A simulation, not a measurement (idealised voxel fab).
Herein follows the process module entitled voxel capacitor over wiring.
It is cross-section cut that appears here, measuring 215 nm in width, its square cells being 5 nm in size.
Square cells in a grid make up a cross-section in this document, and the grid is given as bands, listed from the top down, each one or more rows of cells. Band: top and bottom heights (nm) first, top before bottom; then materials from left to right, widths in nm. "full width" marks a sole material filling the band edge to edge. "air" denotes empty space. Height 0 is the level under which the wafer as received is all one material. The lowest band goes on downwards, as in "top 0, no bottom". A two-number width, for instance "30->40", indicates that the width is equal to the first number in the top row of the band and to the second number in the bottom row, and that it changes by a constant amount per row of cells. You'll sometimes find "no modifications" written for a step, and that's the way of saying that nowhere in the cross-section did a cell change during that step. Entry "Trapped voids". Content: empty spaces with no open connection to the top, size 8 cells or greater. Each: width x height at distance. Distance: from left edge. Unit: nm. Whatever follows a step's settings on its line is a remark the simulator itself makes about that step. Among the settings permitted on a step's line is "overlay nm"; applied to a step with a mask, it specifies the extent to which the mask lay to the right of its planned position, whereas a negative figure signifies a position to the left.

## So here's the lineup of process steps we planned
1,RECEIVE,material Si
2,CONFORMAL_DEP,material SiO2,thk nm 15
3,DIRECTIONAL_DEP,material TiN,thk nm 5
4,DIRECTIONAL_DEP,material W,thk nm 20
5,MASKED_ETCH,tone cover,mask id METAL_1,width nm 15,pitch nm 90,etch materials W,depth nm 20,overlay nm 0
6,MASKED_ETCH,tone cover,mask id METAL_1,width nm 20,pitch nm 90,etch materials TiN,depth nm 5,overlay nm 0
7,FILL_DEP,material SiO2,thk nm 10
8,CMP,height nm 40
9,CONFORMAL_DEP,material SiCN,thk nm 5
10,DIRECTIONAL_DEP,material SiO2,thk nm 15
11,MASKED_ETCH,tone open,mask id PLUG_1,width nm 15,etch materials SiO2,depth nm 15,overlay nm 0
12,MASKED_ETCH,tone open,mask id PLUG_1,width nm 15,etch materials SiCN,depth nm 5,overlay nm 0
13,CONFORMAL_DEP,material TiN,thk nm 5
14,FILL_DEP,material Ru,thk nm 5
15,CMP,height nm 60
16,DIRECTIONAL_DEP,material TiN,thk nm 5
17,DIRECTIONAL_DEP,material HfO2,thk nm 5
18,DIRECTIONAL_DEP,material TiN,thk nm 5
19,PATTERN,tone cover,mask id UPPER_PLATE,material resist,width nm 75,thk nm 20,overlay nm 0
20,DIRECTIONAL_ETCH,etch materials TiN,depth nm 5
21,DIRECTIONAL_ETCH,etch materials HfO2,depth nm 5
22,STRIP,etch materials resist
23,MASKED_ETCH,tone cover,mask id LOWER_PLATE,width nm 85,etch materials TiN,depth nm 5,overlay nm 0
24,FILL_DEP,material SiO2,thk nm 15
25,CMP,height nm 85
26,MASKED_ETCH,tone open,mask id PLUG_2,width nm 15,etch materials SiO2,depth nm 10,overlay nm 0
27,CONFORMAL_DEP,material TiN,thk nm 5
28,FILL_DEP,material W,thk nm 10
29,CMP,height nm 85
30,CONFORMAL_DEP,material SiN,thk nm 5
What sets these wafers apart? The width nm at step 5. They all start alike, and the plan carries the first wafer's value.

## First of several wafers (as received, post step 1), cross-sectional view
* top 0, no bottom = Si full width
* Trapped voids: none

## Per-wafer rows below. For each material: cells gained (+) or lost (-) since the wafer was received, as of end of module. Then: closed voids
width nm 15; +15 HfO2; +3 Ru; +40 SiCN; +43 SiN; +594 SiO2; +54 TiN; +25 W; Trapped voids: none
width nm 20; +15 HfO2; +3 Ru; +40 SiCN; +43 SiN; +586 SiO2; +54 TiN; +33 W; Trapped voids: none
width nm 25; +15 HfO2; +3 Ru; +40 SiCN; +43 SiN; +576 SiO2; +56 TiN; +41 W; Trapped voids: none
width nm 30; +15 HfO2; +3 Ru; +40 SiCN; +43 SiN; +566 SiO2; +58 TiN; +49 W; Trapped voids: none
width nm 35; +15 HfO2; +3 Ru; +40 SiCN; +43 SiN; +556 SiO2; +60 TiN; +57 W; Trapped voids: none
